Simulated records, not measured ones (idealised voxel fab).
Documented hereafter: the process module known as voxel trench capacitor.
The width of the displayed cross-section, cut, is 265 nm; its cells are square, with a size of 5 nm.
Format of a cross-section: grid, square cells. Given as bands. Order: top down. Band: one or more rows of cells.
First you get the band's top height and its bottom height, in nm, and then the materials it's made of, left to right, with each width in nm. If you see a single material with "full width", that one covers the band edge to edge. "empty" is empty space.
Height datum 0, below which the as-received substrate wafer is one material. Lowest band open at the bottom, running downward: "0 nm and below".
You'd read "30 to 40" like this: the band's top row of cells is as wide as the first number, its bottom row is as wide as the second, and going down, every row changes width by the same amount as the row before did.
For the purposes of this document, the phrase "nothing was modified" attached to a step denotes that no cell within the cross-section was modified by that step.
Entry "Closed cavities". Content: empty spaces with no open connection to the top, size 8 cells or greater. Each: width x height at distance. Distance: from left edge. Unit: nm.
On a step's line, text after the settings is the simulator commenting on that step.
Each step line may optionally specify "overlay nm", which for a step with a mask gives the rightward distance between the mask's planned place and where it lay, a negative value indicating the leftward direction.
**Set out below are the planned steps of the process**
1: RECEIVE, material Si
2: CONFORMAL_DEP, material SiN, thk nm 10
3: DIRECTIONAL_DEP, material aC, thk nm 15
4: PATTERN, tone open, mask id TRENCH, material resist, width nm 20, pitch nm 45, thk nm 35, overlay nm 0
5: DIRECTIONAL_ETCH, etch materials aC, depth nm 15
6: STRIP, etch materials resist
7: DIRECTIONAL_ETCH, etch materials SiN, depth nm 10
8: DIRECTIONAL_ETCH, etch materials Si, depth nm 40
9: STRIP, etch materials aC
10: CONFORMAL_DEP, material Al2O3, thk nm 5
11: FILL_DEP, material polySi, thk nm 5
12: CMP, height nm 10
**As received (post step 1): cross-section**
0 nm and below = Si full width
Closed cavities: none
**Cross-section: first of two wafers, module finished, run according to plan**
10 nm to 0 nm = SiN: 75  Al2O3: 5  polySi: 10  Al2O3: 5  SiN: 25  Al2O3: 5  polySi: 10  Al2O3: 5  SiN: 25  Al2O3: 5  polySi: 10  Al2O3: 5  SiN: 80
0 nm to -35 nm = Si: 75  Al2O3: 5  polySi: 10  Al2O3: 5  Si: 25  Al2O3: 5  polySi: 10  Al2O3: 5  Si: 25  Al2O3: 5  polySi: 10  Al2O3: 5  Si: 80
-35 nm to -40 nm = Si: 75  Al2O3: 20  Si: 25  Al2O3: 20  Si: 25  Al2O3: 20  Si: 80
-40 nm and below = Si full width
Closed cavities: none
**Module end: cross-section of wafer two of two. Same start and process plan as the first wafer. One mistake during execution**
10 nm to 0 nm = SiN: 75  Al2O3: 5  polySi: 15  Al2O3: 5  SiN: 20  Al2O3: 5  polySi: 15  Al2O3: 5  SiN: 20  Al2O3: 5  polySi: 15  Al2O3: 5  SiN: 75
0 nm to -35 nm = Si: 75  Al2O3: 5  polySi: 15  Al2O3: 5  Si: 20  Al2O3: 5  polySi: 15  Al2O3: 5  Si: 20  Al2O3: 5  polySi: 15  Al2O3: 5  Si: 75
-35 nm to -40 nm = Si: 75  Al2O3: 25  Si: 20  Al2O3: 25  Si: 20  Al2O3: 25  Si: 75
-40 nm and below = Si full width
Closed cavities: none
Want to know what went wrong? step 4: run off-plan, actual operation and settings PATTERN, tone open, mask id TRENCH, material resist, width nm 25, pitch nm 45, thk nm 35, overlay nm 0
Heads up, by the end the second wafer has more or fewer cells of some materials compared to the first: 3 more of Al2O3; 24 fewer of Si; 6 fewer of SiN; 27 more of polySi
